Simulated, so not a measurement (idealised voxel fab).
Process module heading - voxel wiring stack
Square cells of 5 nm make up the cross-section cut, whose width is 225 nm.
A cross-section is written here as square cells arranged in a grid, and it is given in bands from the top down, each band taking up one or more rows of cells.
This entry defines a band. It first specifies the height of the band's top and the height of its bottom in nm, and then specifies the band's materials from left to right, stating each material with its width in nm. The word "all across" identifies a single material that fills the band from edge to edge, while the word "blank" identifies empty space.
Heights from 0 (as-received wafer is one material below). Bottom band endless downward, as "0 nm and below".
A width such as "30->40" changes by the same amount from each row of cells to the next, from the band's top row to its bottom row.
What does "nothing altered" mean for a step? It means no cell of the cross-section changed in that step.
Each empty space that has no open way to the top and spans at least 8 cells appears under "Enclosed cavities" as width x height at distance, the distance counted from the left edge, all in nm.
It should be noted that, on the line of a given step, the content following the step's settings is a remark produced by the simulator itself with respect to that step.
On any step carrying a mask, the "overlay nm" setting, if present on the step's line, tells how far right of its planned place the mask lay; negative values point to the left.

[Below is the list of planned process steps]
step 1: RECEIVE [material Si]
step 2: CONFORMAL_DEP [material SiO2] [thk nm 10]
step 3: CONFORMAL_DEP [material SiN] [thk nm 5]
step 4: DIRECTIONAL_DEP [material SiO2] [thk nm 20]
step 5: DIRECTIONAL_DEP [material aC] [thk nm 10]
step 6: PATTERN [tone open] [mask id METAL_1] [material resist] [width nm 30] [pitch nm 55] [thk nm 25] [overlay nm 0]
step 7: DIRECTIONAL_ETCH [etch materials aC] [depth nm 10]
step 8: STRIP [etch materials resist]
step 9: DIRECTIONAL_ETCH [etch materials SiO2] [depth nm 20]
step 10: DIRECTIONAL_ETCH [etch materials SiN] [depth nm 5]
step 11: STRIP [etch materials aC]
step 12: CONFORMAL_DEP [material TiN] [thk nm 5]
step 13: FILL_DEP [material Cu] [thk nm 5]
step 14: CMP [height nm 35]
step 15: CONFORMAL_DEP [material SiCN] [thk nm 5]
step 16: DIRECTIONAL_DEP [material lowk] [thk nm 10]
step 17: DIRECTIONAL_DEP [material aC] [thk nm 10]
step 18: PATTERN [tone open] [mask id PLUG_1] [material resist] [width nm 15] [thk nm 30] [overlay nm 0]
step 19: DIRECTIONAL_ETCH [etch materials aC] [depth nm 10]
step 20: STRIP [etch materials resist]
step 21: DIRECTIONAL_ETCH [etch materials lowk] [depth nm 10]
step 22: DIRECTIONAL_ETCH [etch materials SiCN] [depth nm 5]
step 23: STRIP [etch materials aC]
step 24: EPI [material Ru] [thk nm 10]
step 25: EPI [material Ru] [thk nm 5]
step 26: CONFORMAL_DEP [material SiN] [thk nm 5]
step 27: DIRECTIONAL_DEP [material lowk] [thk nm 15]
step 28: DIRECTIONAL_DEP [material aC] [thk nm 15]
step 29: PATTERN [tone open] [mask id METAL_2] [material resist] [width nm 30] [pitch nm 55] [thk nm 30] [overlay nm 0]
step 30: DIRECTIONAL_ETCH [etch materials aC] [depth nm 15]
step 31: STRIP [etch materials resist]
step 32: DIRECTIONAL_ETCH [etch materials lowk] [depth nm 15]
step 33: DIRECTIONAL_ETCH [etch materials SiN] [depth nm 5]
step 34: STRIP [etch materials aC]
step 35: CONFORMAL_DEP [material TiN] [thk nm 5]
step 36: FILL_DEP [material Ru] [thk nm 10]
step 37: CMP [height nm 70]
step 38: CONFORMAL_DEP [material SiCN] [thk nm 5]
step 39: DIRECTIONAL_DEP [material SiO2] [thk nm 30]
step 40: PATTERN [tone open] [mask id METAL_3_HOLES] [material resist] [width nm 15] [thk nm 20] [overlay nm 0]
step 41: DIRECTIONAL_ETCH [etch materials SiO2] [depth nm 30]
step 42: STRIP [etch materials resist]
step 43: MASKED_ETCH [tone open] [mask id METAL_3] [width nm 30] [pitch nm 55] [etch materials SiO2] [depth nm 15] [overlay nm 0]
step 44: MASKED_ETCH [tone open] [mask id METAL_3] [width nm 30] [pitch nm 55] [etch materials SiCN] [depth nm 5] [overlay nm 0]
step 45: CONFORMAL_DEP [material TiN] [thk nm 5]
step 46: FILL_DEP [material Ru] [thk nm 10]
step 47: CMP [height nm 105]
step 48: CONFORMAL_DEP [material SiCN] [thk nm 5]

[The first of the two wafers, which ran as planned]

[As-received state of the wafer in cross-section, equivalent to post-step 1]
* 0 nm and below = Si all across
* Enclosed cavities: none

[Step 2 done - wafer cross-section]
* 10 nm to 0 nm = SiO2 all across
* Rest of section, below 0: as before.

[Step 3 done - wafer cross-section]
* 15 nm to 10 nm = SiN all across
* Rest of section, below 10: as before.

[Step 4 done - wafer cross-section]
* 35 nm to 15 nm = SiO2 all across
* Rest of section, below 15: as before.

[Step 5 done - wafer cross-section]
* 45 nm to 35 nm = aC all across
* Rest of section, below 35: as before.

[Step 6 done - wafer cross-section]
* 70 nm to 45 nm = resist=70 / blank=30 / resist=25 / blank=30 / resist=70
* Rest of section, below 45: as before.

[Step 7 done - wafer cross-section]
* 60 nm to 45 nm = resist=70 / blank=30 / resist=25 / blank=30 / resist=70
* 45 nm to 35 nm = aC=70 / blank=30 / aC=25 / blank=30 / aC=70
* Rest of section, below 35: as before.

[Step 8 done - wafer cross-section]
* 45 nm to 35 nm = aC=70 / blank=30 / aC=25 / blank=30 / aC=70
* Rest of section, below 35: as before.

[Step 9 done - wafer cross-section]
* 45 nm to 35 nm = aC=70 / blank=30 / aC=25 / blank=30 / aC=70
* 35 nm to 15 nm = SiO2=70 / blank=30 / SiO2=25 / blank=30 / SiO2=70
* Rest of section, below 15: as before.

[Step 10 done - wafer cross-section]
* 45 nm to 35 nm = aC=70 / blank=30 / aC=25 / blank=30 / aC=70
* 35 nm to 15 nm = SiO2=70 / blank=30 / SiO2=25 / blank=30 / SiO2=70
* 15 nm to 10 nm = SiN=70 / blank=30 / SiN=25 / blank=30 / SiN=70
* Rest of section, below 10: as before.

[Step 11 done - wafer cross-section]
* 35 nm to 15 nm = SiO2=70 / blank=30 / SiO2=25 / blank=30 / SiO2=70
* Rest of section, below 15: as before.

[Step 12 done - wafer cross-section]
* 40 nm to 35 nm = TiN=75 / blank=20 / TiN=35 / blank=20 / TiN=75
* 35 nm to 15 nm = SiO2=70 / TiN=5 / blank=20 / TiN=5 / SiO2=25 / TiN=5 / blank=20 / TiN=5 / SiO2=70
* 15 nm to 10 nm = SiN=70 / TiN=30 / SiN=25 / TiN=30 / SiN=70
* Rest of section, below 10: as before.

[Step 13 done - wafer cross-section]
* 45 nm to 40 nm = Cu all across
* 40 nm to 35 nm = TiN=75 / Cu=20 / TiN=35 / Cu=20 / TiN=75
* 35 nm to 15 nm = SiO2=70 / TiN=5 / Cu=20 / TiN=5 / SiO2=25 / TiN=5 / Cu=20 / TiN=5 / SiO2=70
* Rest of section, below 15: as before.

[Step 14 done - wafer cross-section]
* 35 nm to 15 nm = SiO2=70 / TiN=5 / Cu=20 / TiN=5 / SiO2=25 / TiN=5 / Cu=20 / TiN=5 / SiO2=70
* Rest of section, below 15: as before.

[Step 15 done - wafer cross-section]
* 40 nm to 35 nm = SiCN all across
* Rest of section, below 35: as before.

[Step 16 done - wafer cross-section]
* 50 nm to 40 nm = lowk all across
* Rest of section, below 40: as before.

[Step 17 done - wafer cross-section]
* 60 nm to 50 nm = aC all across
* Rest of section, below 50: as before.

[Step 18 done - wafer cross-section]
* 90 nm to 60 nm = resist=70 / blank=15 / resist=140
* Rest of section, below 60: as before.

[Step 19 done - wafer cross-section]
* 80 nm to 60 nm = resist=70 / blank=15 / resist=140
* 60 nm to 50 nm = aC=70 / blank=15 / aC=140
* Rest of section, below 50: as before.

[Step 20 done - wafer cross-section]
* 60 nm to 50 nm = aC=70 / blank=15 / aC=140
* Rest of section, below 50: as before.

[Step 21 done - wafer cross-section]
* 60 nm to 50 nm = aC=70 / blank=15 / aC=140
* 50 nm to 40 nm = lowk=70 / blank=15 / lowk=140
* Rest of section, below 40: as before.

[Step 22 done - wafer cross-section]
* 60 nm to 50 nm = aC=70 / blank=15 / aC=140
* 50 nm to 40 nm = lowk=70 / blank=15 / lowk=140
* 40 nm to 35 nm = SiCN=70 / blank=15 / SiCN=140
* Rest of section, below 35: as before.

[Step 23 done - wafer cross-section]
* 50 nm to 40 nm = lowk=70 / blank=15 / lowk=140
* Rest of section, below 40: as before.

[Step 24 done - wafer cross-section]
* 50 nm to 45 nm = lowk=70 / blank=15 / lowk=140
* 45 nm to 40 nm = lowk=70 / Ru=15 / lowk=140
* 40 nm to 35 nm = SiCN=70 / Ru=15 / SiCN=140
* Rest of section, below 35: as before.

[Step 25 done - wafer cross-section]
* 50 nm to 40 nm = lowk=70 / Ru=15 / lowk=140
* Rest of section, below 40: as before.

[Step 26 done - wafer cross-section]
* 55 nm to 50 nm = SiN all across
* Rest of section, below 50: as before.

[Step 27 done - wafer cross-section]
* 70 nm to 55 nm = lowk all across
* Rest of section, below 55: as before.

[Step 28 done - wafer cross-section]
* 85 nm to 70 nm = aC all across
* Rest of section, below 70: as before.

[Step 29 done - wafer cross-section]
* 115 nm to 85 nm = resist=70 / blank=30 / resist=25 / blank=30 / resist=70
* Rest of section, below 85: as before.

[Step 30 done - wafer cross-section]
* 100 nm to 85 nm = resist=70 / blank=30 / resist=25 / blank=30 / resist=70
* 85 nm to 70 nm = aC=70 / blank=30 / aC=25 / blank=30 / aC=70
* Rest of section, below 70: as before.

[Step 31 done - wafer cross-section]
* 85 nm to 70 nm = aC=70 / blank=30 / aC=25 / blank=30 / aC=70
* Rest of section, below 70: as before.

[Step 32 done - wafer cross-section]
* 85 nm to 70 nm = aC=70 / blank=30 / aC=25 / blank=30 / aC=70
* 70 nm to 55 nm = lowk=70 / blank=30 / lowk=25 / blank=30 / lowk=70
* Rest of section, below 55: as before.

[Step 33 done - wafer cross-section]
* 85 nm to 70 nm = aC=70 / blank=30 / aC=25 / blank=30 / aC=70
* 70 nm to 55 nm = lowk=70 / blank=30 / lowk=25 / blank=30 / lowk=70
* 55 nm to 50 nm = SiN=70 / blank=30 / SiN=25 / blank=30 / SiN=70
* Rest of section, below 50: as before.

[Step 34 done - wafer cross-section]
* 70 nm to 55 nm = lowk=70 / blank=30 / lowk=25 / blank=30 / lowk=70
* Rest of section, below 55: as before.

[Step 35 done - wafer cross-section]
* 75 nm to 70 nm = TiN=75 / blank=20 / TiN=35 / blank=20 / TiN=75
* 70 nm to 55 nm = lowk=70 / TiN=5 / blank=20 / TiN=5 / lowk=25 / TiN=5 / blank=20 / TiN=5 / lowk=70
* 55 nm to 50 nm = SiN=70 / TiN=30 / SiN=25 / TiN=30 / SiN=70
* Rest of section, below 50: as before.

[Step 36 done - wafer cross-section]
* 85 nm to 75 nm = Ru all across
* 75 nm to 70 nm = TiN=75 / Ru=20 / TiN=35 / Ru=20 / TiN=75
* 70 nm to 55 nm = lowk=70 / TiN=5 / Ru=20 / TiN=5 / lowk=25 / TiN=5 / Ru=20 / TiN=5 / lowk=70
* Rest of section, below 55: as before.

[Step 37 done - wafer cross-section]
* 70 nm to 55 nm = lowk=70 / TiN=5 / Ru=20 / TiN=5 / lowk=25 / TiN=5 / Ru=20 / TiN=5 / lowk=70
* Rest of section, below 55: as before.

[Step 38 done - wafer cross-section]
* 75 nm to 70 nm = SiCN all across
* Rest of section, below 70: as before.

[Step 39 done - wafer cross-section]
* 105 nm to 75 nm = SiO2 all across
* Rest of section, below 75: as before.

[Step 40 done - wafer cross-section]
* 125 nm to 105 nm = resist=70 / blank=15 / resist=140
* Rest of section, below 105: as before.

[Step 41 done - wafer cross-section]
* 125 nm to 105 nm = resist=70 / blank=15 / resist=140
* 105 nm to 75 nm = SiO2=70 / blank=15 / SiO2=140
* Rest of section, below 75: as before.

[Step 42 done - wafer cross-section]
* 105 nm to 75 nm = SiO2=70 / blank=15 / SiO2=140
* Rest of section, below 75: as before.

[Step 43 done - wafer cross-section]
* 105 nm to 90 nm = SiO2=70 / blank=30 / SiO2=25 / blank=30 / SiO2=70
* Rest of section, below 90: as before.

[Step 44 done - wafer cross-section]
* 105 nm to 90 nm = SiO2=70 / blank=30 / SiO2=25 / blank=30 / SiO2=70
* 90 nm to 75 nm = SiO2=70 / blank=15 / SiO2=140
* 75 nm to 70 nm = SiCN=70 / blank=15 / SiCN=140
* Rest of section, below 70: as before.

[Step 45 done - wafer cross-section]
* 110 nm to 105 nm = TiN=75 / blank=20 / TiN=35 / blank=20 / TiN=75
* 105 nm to 95 nm = SiO2=70 / TiN=5 / blank=20 / TiN=5 / SiO2=25 / TiN=5 / blank=20 / TiN=5 / SiO2=70
* 95 nm to 90 nm = SiO2=70 / TiN=5 / blank=5 / TiN=20 / SiO2=25 / TiN=30 / SiO2=70
* 90 nm to 75 nm = SiO2=70 / TiN=5 / blank=5 / TiN=5 / SiO2=140
* 75 nm to 70 nm = SiCN=70 / TiN=15 / SiCN=140
* Rest of section, below 70: as before.

[Step 46 done - wafer cross-section]
* 120 nm to 110 nm = Ru all across
* 110 nm to 105 nm = TiN=75 / Ru=20 / TiN=35 / Ru=20 / TiN=75
* 105 nm to 95 nm = SiO2=70 / TiN=5 / Ru=20 / TiN=5 / SiO2=25 / TiN=5 / Ru=20 / TiN=5 / SiO2=70
* 95 nm to 90 nm = SiO2=70 / TiN=5 / Ru=5 / TiN=20 / SiO2=25 / TiN=30 / SiO2=70
* 90 nm to 75 nm = SiO2=70 / TiN=5 / Ru=5 / TiN=5 / SiO2=140
* Rest of section, below 75: as before.

[Step 47 done - wafer cross-section]
* 105 nm to 95 nm = SiO2=70 / TiN=5 / Ru=20 / TiN=5 / SiO2=25 / TiN=5 / Ru=20 / TiN=5 / SiO2=70
* Rest of section, below 95: as before.

[Step 48 done - wafer cross-section]
* 110 nm to 105 nm = SiCN all across
* Rest of section, below 105: as before.

[Second Wafer (Identical Start and Plan, One Processing Error; Matches First Wafer Through Step 26)]

Second wafer profile in section, at the moment step 27 of the plan was meant to be complete: nothing altered

[Second wafer profile in section, at the moment step 28 of the plan was meant to be complete]
* 70 nm to 55 nm = aC all across
* Rest of section, below 55: as before.

[Second wafer profile in section, at the moment step 29 of the plan was meant to be complete]
* 100 nm to 70 nm = resist=70 / blank=30 / resist=25 / blank=30 / resist=70
* Rest of section, below 70: as before.

[Second wafer profile in section, at the moment step 30 of the plan was meant to be complete]
* 85 nm to 70 nm = resist=70 / blank=30 / resist=25 / blank=30 / resist=70
* 70 nm to 55 nm = aC=70 / blank=30 / aC=25 / blank=30 / aC=70
* Rest of section, below 55: as before.

[Second wafer profile in section, at the moment step 31 of the plan was meant to be complete]
* 70 nm to 55 nm = aC=70 / blank=30 / aC=25 / blank=30 / aC=70
* Rest of section, below 55: as before.

Second wafer profile in section, at the moment step 32 of the plan was meant to be complete: nothing altered

[Second wafer profile in section, at the moment step 33 of the plan was meant to be complete]
* 70 nm to 55 nm = aC=70 / blank=30 / aC=25 / blank=30 / aC=70
* 55 nm to 50 nm = SiN=70 / blank=30 / SiN=25 / blank=30 / SiN=70
* Rest of section, below 50: as before.

[Second wafer profile in section, at the moment step 34 of the plan was meant to be complete]
* 55 nm to 50 nm = SiN=70 / blank=30 / SiN=25 / blank=30 / SiN=70
* Rest of section, below 50: as before.

[Second wafer profile in section, at the moment step 35 of the plan was meant to be complete]
* 60 nm to 55 nm = TiN=75 / blank=20 / TiN=35 / blank=20 / TiN=75
* 55 nm to 50 nm = SiN=70 / TiN=30 / SiN=25 / TiN=30 / SiN=70
* Rest of section, below 50: as before.

[Second wafer profile in section, at the moment step 36 of the plan was meant to be complete]
* 70 nm to 60 nm = Ru all across
* 60 nm to 55 nm = TiN=75 / Ru=20 / TiN=35 / Ru=20 / TiN=75
* Rest of section, below 55: as before.

Second wafer profile in section, at the moment step 37 of the plan was meant to be complete: nothing altered

[Second wafer profile in section, at the moment step 38 of the plan was meant to be complete]
* 75 nm to 70 nm = SiCN all across
* Rest of section, below 70: as before.

[Second wafer profile in section, at the moment step 39 of the plan was meant to be complete]
* 105 nm to 75 nm = SiO2 all across
* Rest of section, below 75: as before.

[Second wafer profile in section, at the moment step 40 of the plan was meant to be complete]
* 125 nm to 105 nm = resist=70 / blank=15 / resist=140
* Rest of section, below 105: as before.

[Second wafer profile in section, at the moment step 41 of the plan was meant to be complete]
* 125 nm to 105 nm = resist=70 / blank=15 / resist=140
* 105 nm to 75 nm = SiO2=70 / blank=15 / SiO2=140
* Rest of section, below 75: as before.

[Second wafer profile in section, at the moment step 42 of the plan was meant to be complete]
* 105 nm to 75 nm = SiO2=70 / blank=15 / SiO2=140
* Rest of section, below 75: as before.

[Second wafer profile in section, at the moment step 43 of the plan was meant to be complete]
* 105 nm to 90 nm = SiO2=70 / blank=30 / SiO2=25 / blank=30 / SiO2=70
* Rest of section, below 90: as before.

[Second wafer profile in section, at the moment step 44 of the plan was meant to be complete]
* 105 nm to 90 nm = SiO2=70 / blank=30 / SiO2=25 / blank=30 / SiO2=70
* 90 nm to 75 nm = SiO2=70 / blank=15 / SiO2=140
* 75 nm to 70 nm = SiCN=70 / blank=15 / SiCN=140
* Rest of section, below 70: as before.

[Second wafer profile in section, at the moment step 45 of the plan was meant to be complete]
* 110 nm to 105 nm = TiN=75 / blank=20 / TiN=35 / blank=20 / TiN=75
* 105 nm to 95 nm = SiO2=70 / TiN=5 / blank=20 / TiN=5 / SiO2=25 / TiN=5 / blank=20 / TiN=5 / SiO2=70
* 95 nm to 90 nm = SiO2=70 / TiN=5 / blank=5 / TiN=20 / SiO2=25 / TiN=30 / SiO2=70
* 90 nm to 75 nm = SiO2=70 / TiN=5 / blank=5 / TiN=5 / SiO2=140
* 75 nm to 70 nm = SiCN=70 / TiN=15 / SiCN=140
* Rest of section, below 70: as before.

[Second wafer profile in section, at the moment step 46 of the plan was meant to be complete]
* 120 nm to 110 nm = Ru all across
* 110 nm to 105 nm = TiN=75 / Ru=20 / TiN=35 / Ru=20 / TiN=75
* 105 nm to 95 nm = SiO2=70 / TiN=5 / Ru=20 / TiN=5 / SiO2=25 / TiN=5 / Ru=20 / TiN=5 / SiO2=70
* 95 nm to 90 nm = SiO2=70 / TiN=5 / Ru=5 / TiN=20 / SiO2=25 / TiN=30 / SiO2=70
* 90 nm to 75 nm = SiO2=70 / TiN=5 / Ru=5 / TiN=5 / SiO2=140
* Rest of section, below 75: as before.

[Second wafer profile in section, at the moment step 47 of the plan was meant to be complete]
* 105 nm to 95 nm = SiO2=70 / TiN=5 / Ru=20 / TiN=5 / SiO2=25 / TiN=5 / Ru=20 / TiN=5 / SiO2=70
* Rest of section, below 95: as before.

[Second wafer profile in section, at the moment step 48 of the plan was meant to be complete]
* 110 nm to 105 nm = SiCN all across
* Rest of section, below 105: as before.
What was the processing mistake? plan step 27 never ran because it was skipped
Count the cells at the end and the second wafer has more or fewer of some materials than the first: Ru +74 | TiN +25 | lowk -99
